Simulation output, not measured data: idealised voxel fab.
Process module heading - voxel capacitor over wiring
Cross-section cut spans 250 nm and uses square cells 5 nm in size.
The cross-sections in this document take the form of a grid made of square cells. They are written out as bands, in order from top to bottom. Each band consists of one or more rows of cells.
Band: top and bottom heights (nm) first, top before bottom; then materials from left to right, widths in nm. "throughout" marks a sole material filling the band edge to edge. "blank" denotes empty space.
Counting heights begins at 0, where everything beneath is, in the wafer as received, one material. The lowest band has no bottom; it goes on downwards, as "from 0 down" shows.
A width such as "30..40" changes by the same amount from each row of cells to the next, from the band's top row to its bottom row.
No cell of the cross-section changed in a step that is given as "stayed the same".
Empty spaces without an open route to the top, at least 8 cells in extent, make up the entry "Enclosed void catalog"; each is given as width x height at distance, where the distance is measured from the left edge, and all are in nm.
Heads up: the bit after the settings on a step's line is the simulator's remark on that step.
overlay nm: right-of-plan distance of the mask on a masked step; negative values mean left-of-plan.
This section lists the process steps that were planned
1. RECEIVE: material Si
2. CONFORMAL_DEP: material SiO2, thk nm 15
3. CONFORMAL_DEP: material SiN, thk nm 5
4. DIRECTIONAL_DEP: material SiO2, thk nm 15
5. PATTERN: tone open, mask id METAL_1, material resist, width nm 25, pitch nm 95, thk nm 15, overlay nm 0
6. DIRECTIONAL_ETCH: etch materials SiO2, depth nm 15
7. DIRECTIONAL_ETCH: etch materials SiN, depth nm 5
8. STRIP: etch materials resist
9. CONFORMAL_DEP: material TiN, thk nm 5
10. FILL_DEP: material W, thk nm 10
11. CMP: height nm 35
12. EPI: material Ru, thk nm 5
13. FILL_DEP: material SiCN, thk nm 5
14. DIRECTIONAL_DEP: material SiO2, thk nm 20
15. MASKED_ETCH: tone open, mask id PLUG_1, width nm 15, etch materials SiO2, depth nm 20, overlay nm 0
16. MASKED_ETCH: tone open, mask id PLUG_1, width nm 15, etch materials SiCN, depth nm 5, overlay nm 0
17. CONFORMAL_DEP: material TiN, thk nm 5
18. FILL_DEP: material Cu, thk nm 5
19. CMP: height nm 65
20. DIRECTIONAL_DEP: material TiN, thk nm 10
21. DIRECTIONAL_DEP: material HfO2, thk nm 5
22. DIRECTIONAL_DEP: material TiN, thk nm 10
23. DIRECTIONAL_DEP: material aC, thk nm 10
24. PATTERN: tone cover, mask id UPPER_PLATE, material resist, width nm 75, thk nm 25, overlay nm 0
25. DIRECTIONAL_ETCH: etch materials aC, depth nm 10
26. STRIP: etch materials resist
27. DIRECTIONAL_ETCH: etch materials TiN, depth nm 10
28. DIRECTIONAL_ETCH: etch materials HfO2, depth nm 5
29. STRIP: etch materials aC
30. DIRECTIONAL_DEP: material aC, thk nm 10
31. PATTERN: tone cover, mask id LOWER_PLATE, material resist, width nm 85, thk nm 30, overlay nm 0
32. DIRECTIONAL_ETCH: etch materials aC, depth nm 10
33. STRIP: etch materials resist
34. DIRECTIONAL_ETCH: etch materials TiN, depth nm 10
35. STRIP: etch materials aC
36. FILL_DEP: material SiO2, thk nm 15
37. CMP: height nm 100
38. DIRECTIONAL_DEP: material aC, thk nm 10
39. PATTERN: tone open, mask id PLUG_2, material resist, width nm 15, thk nm 30, overlay nm 0
40. DIRECTIONAL_ETCH: etch materials aC, depth nm 10
41. STRIP: etch materials resist
42. DIRECTIONAL_ETCH: etch materials SiO2, depth nm 10
43. STRIP: etch materials aC
44. CONFORMAL_DEP: material TiN, thk nm 5
45. FILL_DEP: material Ru, thk nm 5
46. CMP: height nm 100
47. CONFORMAL_DEP: material SiN, thk nm 5
First of two wafers, processed according to plan
Shown in cross-section is the wafer as received, that is, as it stands after step 1
  from 0 down: Si throughout
  Enclosed void catalog: none
After step 2, in cross-section
  from 15 to 0: SiO2 throughout
  All layers under 0 are left as they were.
After step 3, in cross-section
  from 20 to 15: SiN throughout
  All layers under 15 are left as they were.
After step 4, in cross-section
  from 35 to 20: SiO2 throughout
  All layers under 20 are left as they were.
After step 5, in cross-section
  from 50 to 35: resist (65), blank (25), resist (70), blank (25), resist (65)
  All layers under 35 are left as they were.
After step 6, in cross-section
  from 50 to 35: resist (65), blank (25), resist (70), blank (25), resist (65)
  from 35 to 20: SiO2 (65), blank (25), SiO2 (70), blank (25), SiO2 (65)
  All layers under 20 are left as they were.
After step 7, in cross-section
  from 50 to 35: resist (65), blank (25), resist (70), blank (25), resist (65)
  from 35 to 20: SiO2 (65), blank (25), SiO2 (70), blank (25), SiO2 (65)
  from 20 to 15: SiN (65), blank (25), SiN (70), blank (25), SiN (65)
  All layers under 15 are left as they were.
After step 8, in cross-section
  from 35 to 20: SiO2 (65), blank (25), SiO2 (70), blank (25), SiO2 (65)
  All layers under 20 are left as they were.
After step 9, in cross-section
  from 40 to 35: TiN (70), blank (15), TiN (80), blank (15), TiN (70)
  from 35 to 20: SiO2 (65), TiN (5), blank (15), TiN (5), SiO2 (70), TiN (5), blank (15), TiN (5), SiO2 (65)
  from 20 to 15: SiN (65), TiN (25), SiN (70), TiN (25), SiN (65)
  All layers under 15 are left as they were.
After step 10, in cross-section
  from 50 to 40: W throughout
  from 40 to 35: TiN (70), W (15), TiN (80), W (15), TiN (70)
  from 35 to 20: SiO2 (65), TiN (5), W (15), TiN (5), SiO2 (70), TiN (5), W (15), TiN (5), SiO2 (65)
  All layers under 20 are left as they were.
After step 11, in cross-section
  from 35 to 20: SiO2 (65), TiN (5), W (15), TiN (5), SiO2 (70), TiN (5), W (15), TiN (5), SiO2 (65)
  All layers under 20 are left as they were.
After step 12, in cross-section
  from 40 to 35: blank (60), Ru (35), blank (60), Ru (35), blank (60)
  All layers under 35 are left as they were.
After step 13, in cross-section
  from 45 to 40: SiCN throughout
  from 40 to 35: SiCN (60), Ru (35), SiCN (60), Ru (35), SiCN (60)
  All layers under 35 are left as they were.
After step 14, in cross-section
  from 65 to 45: SiO2 throughout
  All layers under 45 are left as they were.
After step 15, in cross-section
  from 65 to 45: SiO2 (75), blank (15), SiO2 (160)
  All layers under 45 are left as they were.
After step 16, in cross-section
  from 65 to 45: SiO2 (75), blank (15), SiO2 (160)
  from 45 to 40: SiCN (75), blank (15), SiCN (160)
  All layers under 40 are left as they were.
After step 17, in cross-section
  from 70 to 65: TiN (80), blank (5), TiN (165)
  from 65 to 45: SiO2 (75), TiN (5), blank (5), TiN (5), SiO2 (160)
  from 45 to 40: SiCN (75), TiN (15), SiCN (160)
  All layers under 40 are left as they were.
After step 18, in cross-section
  from 75 to 70: Cu throughout
  from 70 to 65: TiN (80), Cu (5), TiN (165)
  from 65 to 45: SiO2 (75), TiN (5), Cu (5), TiN (5), SiO2 (160)
  All layers under 45 are left as they were.
After step 19, in cross-section
  from 65 to 45: SiO2 (75), TiN (5), Cu (5), TiN (5), SiO2 (160)
  All layers under 45 are left as they were.
After step 20, in cross-section
  from 75 to 65: TiN throughout
  All layers under 65 are left as they were.
After step 21, in cross-section
  from 80 to 75: HfO2 throughout
  All layers under 75 are left as they were.
After step 22, in cross-section
  from 90 to 80: TiN throughout
  All layers under 80 are left as they were.
After step 23, in cross-section
  from 100 to 90: aC throughout
  All layers under 90 are left as they were.
After step 24, in cross-section
  from 125 to 100: blank (75), resist (75), blank (100)
  All layers under 100 are left as they were.
After step 25, in cross-section
  from 115 to 100: blank (75), resist (75), blank (100)
  from 100 to 90: blank (75), aC (75), blank (100)
  All layers under 90 are left as they were.
After step 26, in cross-section
  from 100 to 90: blank (75), aC (75), blank (100)
  All layers under 90 are left as they were.
After step 27, in cross-section
  from 100 to 90: blank (75), aC (75), blank (100)
  from 90 to 80: blank (75), TiN (75), blank (100)
  All layers under 80 are left as they were.
After step 28, in cross-section
  from 100 to 90: blank (75), aC (75), blank (100)
  from 90 to 80: blank (75), TiN (75), blank (100)
  from 80 to 75: blank (75), HfO2 (75), blank (100)
  All layers under 75 are left as they were.
After step 29, in cross-section
  from 90 to 80: blank (75), TiN (75), blank (100)
  All layers under 80 are left as they were.
After step 30, in cross-section
  from 100 to 90: blank (75), aC (75), blank (100)
  from 90 to 85: blank (75), TiN (75), blank (100)
  from 85 to 80: aC (75), TiN (75), aC (100)
  from 80 to 75: aC (75), HfO2 (75), aC (100)
  All layers under 75 are left as they were.
After step 31, in cross-section
  from 130 to 100: blank (70), resist (85), blank (95)
  from 100 to 90: blank (70), resist (5), aC (75), resist (5), blank (95)
  from 90 to 85: blank (70), resist (5), TiN (75), resist (5), blank (95)
  All layers under 85 are left as they were.
After step 32, in cross-section
  from 120 to 100: blank (70), resist (85), blank (95)
  from 100 to 90: blank (70), resist (5), aC (75), resist (5), blank (95)
  from 90 to 85: blank (70), resist (5), TiN (75), resist (5), blank (95)
  from 85 to 80: blank (70), aC (5), TiN (75), aC (5), blank (95)
  from 80 to 75: blank (70), aC (5), HfO2 (75), aC (5), blank (95)
  All layers under 75 are left as they were.
After step 33, in cross-section
  from 100 to 90: blank (75), aC (75), blank (100)
  from 90 to 85: blank (75), TiN (75), blank (100)
  All layers under 85 are left as they were.
After step 34, in cross-section
  from 100 to 90: blank (75), aC (75), blank (100)
  from 90 to 85: blank (75), TiN (75), blank (100)
  from 85 to 80: blank (70), aC (5), TiN (75), aC (5), blank (95)
  from 80 to 75: blank (70), aC (5), HfO2 (75), aC (5), blank (95)
  from 75 to 65: blank (70), TiN (85), blank (95)
  All layers under 65 are left as they were.
After step 35, in cross-section
  from 90 to 80: blank (75), TiN (75), blank (100)
  from 80 to 75: blank (75), HfO2 (75), blank (100)
  All layers under 75 are left as they were.
After step 36, in cross-section
  from 105 to 90: SiO2 throughout
  from 90 to 80: SiO2 (75), TiN (75), SiO2 (100)
  from 80 to 75: SiO2 (75), HfO2 (75), SiO2 (100)
  from 75 to 65: SiO2 (70), TiN (85), SiO2 (95)
  All layers under 65 are left as they were.
After step 37, in cross-section
  from 100 to 90: SiO2 throughout
  All layers under 90 are left as they were.
After step 38, in cross-section
  from 110 to 100: aC throughout
  All layers under 100 are left as they were.
After step 39, in cross-section
  from 140 to 110: resist (85), blank (15), resist (150)
  All layers under 110 are left as they were.
After step 40, in cross-section
  from 130 to 110: resist (85), blank (15), resist (150)
  from 110 to 100: aC (85), blank (15), aC (150)
  All layers under 100 are left as they were.
After step 41, in cross-section
  from 110 to 100: aC (85), blank (15), aC (150)
  All layers under 100 are left as they were.
After step 42, in cross-section
  from 110 to 100: aC (85), blank (15), aC (150)
  from 100 to 90: SiO2 (85), blank (15), SiO2 (150)
  All layers under 90 are left as they were.
After step 43, in cross-section
  from 100 to 90: SiO2 (85), blank (15), SiO2 (150)
  All layers under 90 are left as they were.
After step 44, in cross-section
  from 105 to 100: TiN (90), blank (5), TiN (155)
  from 100 to 95: SiO2 (85), TiN (5), blank (5), TiN (5), SiO2 (150)
  from 95 to 90: SiO2 (85), TiN (15), SiO2 (150)
  All layers under 90 are left as they were.
After step 45, in cross-section
  from 110 to 105: Ru throughout
  from 105 to 100: TiN (90), Ru (5), TiN (155)
  from 100 to 95: SiO2 (85), TiN (5), Ru (5), TiN (5), SiO2 (150)
  All layers under 95 are left as they were.
After step 46, in cross-section
  from 100 to 95: SiO2 (85), TiN (5), Ru (5), TiN (5), SiO2 (150)
  All layers under 95 are left as they were.
After step 47, in cross-section
  from 105 to 100: SiN throughout
  All layers under 100 are left as they were.
Second wafer, same starting conditions and recipe as the first, one mistake in executing it, nothing differs from the first up to and including step 14
The second wafer cut through, at the time step 15 was supposed to be finished
  from 65 to 45: SiO2 (85), blank (15), SiO2 (150)
  All layers under 45 are left as they were.
The second wafer cut through, at the time step 16 was supposed to be finished
  from 65 to 45: SiO2 (85), blank (15), SiO2 (150)
  from 45 to 40: SiCN (85), blank (5), SiCN (160)
  All layers under 40 are left as they were.
The second wafer cut through, at the time step 17 was supposed to be finished
  from 70 to 65: TiN (90), blank (5), TiN (155)
  from 65 to 50: SiO2 (85), TiN (5), blank (5), TiN (5), SiO2 (150)
  from 50 to 45: SiO2 (85), TiN (15), SiO2 (150)
  from 45 to 40: SiCN (85), TiN (5), SiCN (160)
  All layers under 40 are left as they were.
The second wafer cut through, at the time step 18 was supposed to be finished
  from 75 to 70: Cu throughout
  from 70 to 65: TiN (90), Cu (5), TiN (155)
  from 65 to 50: SiO2 (85), TiN (5), Cu (5), TiN (5), SiO2 (150)
  All layers under 50 are left as they were.
The second wafer cut through, at the time step 19 was supposed to be finished
  from 65 to 50: SiO2 (85), TiN (5), Cu (5), TiN (5), SiO2 (150)
  All layers under 50 are left as they were.
The second wafer cut through, at the time step 20 was supposed to be finished
  from 75 to 65: TiN throughout
  All layers under 65 are left as they were.
The second wafer cut through, at the time step 21 was supposed to be finished
  from 80 to 75: HfO2 throughout
  All layers under 75 are left as they were.
The second wafer cut through, at the time step 22 was supposed to be finished
  from 90 to 80: TiN throughout
  All layers under 80 are left as they were.
The second wafer cut through, at the time step 23 was supposed to be finished
  from 100 to 90: aC throughout
  All layers under 90 are left as they were.
The second wafer cut through, at the time step 24 was supposed to be finished
  from 125 to 100: blank (75), resist (75), blank (100)
  All layers under 100 are left as they were.
The second wafer cut through, at the time step 25 was supposed to be finished
  from 115 to 100: blank (75), resist (75), blank (100)
  from 100 to 90: blank (75), aC (75), blank (100)
  All layers under 90 are left as they were.
The second wafer cut through, at the time step 26 was supposed to be finished
  from 100 to 90: blank (75), aC (75), blank (100)
  All layers under 90 are left as they were.
The second wafer cut through, at the time step 27 was supposed to be finished
  from 100 to 90: blank (75), aC (75), blank (100)
  from 90 to 80: blank (75), TiN (75), blank (100)
  All layers under 80 are left as they were.
The second wafer cut through, at the time step 28 was supposed to be finished
  from 100 to 90: blank (75), aC (75), blank (100)
  from 90 to 80: blank (75), TiN (75), blank (100)
  from 80 to 75: blank (75), HfO2 (75), blank (100)
  All layers under 75 are left as they were.
The second wafer cut through, at the time step 29 was supposed to be finished
  from 90 to 80: blank (75), TiN (75), blank (100)
  All layers under 80 are left as they were.
The second wafer cut through, at the time step 30 was supposed to be finished
  from 100 to 90: blank (75), aC (75), blank (100)
  from 90 to 85: blank (75), TiN (75), blank (100)
  from 85 to 80: aC (75), TiN (75), aC (100)
  from 80 to 75: aC (75), HfO2 (75), aC (100)
  All layers under 75 are left as they were.
The second wafer cut through, at the time step 31 was supposed to be finished
  from 130 to 100: blank (70), resist (85), blank (95)
  from 100 to 90: blank (70), resist (5), aC (75), resist (5), blank (95)
  from 90 to 85: blank (70), resist (5), TiN (75), resist (5), blank (95)
  All layers under 85 are left as they were.
The second wafer cut through, at the time step 32 was supposed to be finished
  from 120 to 100: blank (70), resist (85), blank (95)
  from 100 to 90: blank (70), resist (5), aC (75), resist (5), blank (95)
  from 90 to 85: blank (70), resist (5), TiN (75), resist (5), blank (95)
  from 85 to 80: blank (70), aC (5), TiN (75), aC (5), blank (95)
  from 80 to 75: blank (70), aC (5), HfO2 (75), aC (5), blank (95)
  All layers under 75 are left as they were.
The second wafer cut through, at the time step 33 was supposed to be finished
  from 100 to 90: blank (75), aC (75), blank (100)
  from 90 to 85: blank (75), TiN (75), blank (100)
  All layers under 85 are left as they were.
The second wafer cut through, at the time step 34 was supposed to be finished
  from 100 to 90: blank (75), aC (75), blank (100)
  from 90 to 85: blank (75), TiN (75), blank (100)
  from 85 to 80: blank (70), aC (5), TiN (75), aC (5), blank (95)
  from 80 to 75: blank (70), aC (5), HfO2 (75), aC (5), blank (95)
  from 75 to 65: blank (70), TiN (85), blank (95)
  All layers under 65 are left as they were.
The second wafer cut through, at the time step 35 was supposed to be finished
  from 90 to 80: blank (75), TiN (75), blank (100)
  from 80 to 75: blank (75), HfO2 (75), blank (100)
  All layers under 75 are left as they were.
The second wafer cut through, at the time step 36 was supposed to be finished
  from 105 to 90: SiO2 throughout
  from 90 to 80: SiO2 (75), TiN (75), SiO2 (100)
  from 80 to 75: SiO2 (75), HfO2 (75), SiO2 (100)
  from 75 to 65: SiO2 (70), TiN (85), SiO2 (95)
  All layers under 65 are left as they were.
The second wafer cut through, at the time step 37 was supposed to be finished
  from 100 to 90: SiO2 throughout
  All layers under 90 are left as they were.
The second wafer cut through, at the time step 38 was supposed to be finished
  from 110 to 100: aC throughout
  All layers under 100 are left as they were.
The second wafer cut through, at the time step 39 was supposed to be finished
  from 140 to 110: resist (85), blank (15), resist (150)
  All layers under 110 are left as they were.
The second wafer cut through, at the time step 40 was supposed to be finished
  from 130 to 110: resist (85), blank (15), resist (150)
  from 110 to 100: aC (85), blank (15), aC (150)
  All layers under 100 are left as they were.
The second wafer cut through, at the time step 41 was supposed to be finished
  from 110 to 100: aC (85), blank (15), aC (150)
  All layers under 100 are left as they were.
The second wafer cut through, at the time step 42 was supposed to be finished
  from 110 to 100: aC (85), blank (15), aC (150)
  from 100 to 90: SiO2 (85), blank (15), SiO2 (150)
  All layers under 90 are left as they were.
The second wafer cut through, at the time step 43 was supposed to be finished
  from 100 to 90: SiO2 (85), blank (15), SiO2 (150)
  All layers under 90 are left as they were.
The second wafer cut through, at the time step 44 was supposed to be finished
  from 105 to 100: TiN (90), blank (5), TiN (155)
  from 100 to 95: SiO2 (85), TiN (5), blank (5), TiN (5), SiO2 (150)
  from 95 to 90: SiO2 (85), TiN (15), SiO2 (150)
  All layers under 90 are left as they were.
The second wafer cut through, at the time step 45 was supposed to be finished
  from 110 to 105: Ru throughout
  from 105 to 100: TiN (90), Ru (5), TiN (155)
  from 100 to 95: SiO2 (85), TiN (5), Ru (5), TiN (5), SiO2 (150)
  All layers under 95 are left as they were.
The second wafer cut through, at the time step 46 was supposed to be finished
  from 100 to 95: SiO2 (85), TiN (5), Ru (5), TiN (5), SiO2 (150)
  All layers under 95 are left as they were.
The second wafer cut through, at the time step 47 was supposed to be finished
  from 105 to 100: SiN throughout
  All layers under 100 are left as they were.
The plan and the run diverged here: step 15 was run on a setting that differed from the plan, and what really ran there is MASKED_ETCH: tone open, mask id PLUG_1, width nm 15, etch materials SiO2, depth nm 20, overlay nm 10
Bottom line after processing is that, in cells, the second wafer is up or down on some materials versus the first: Cu: 1 fewer | SiCN: 2 more | TiN: 1 fewer
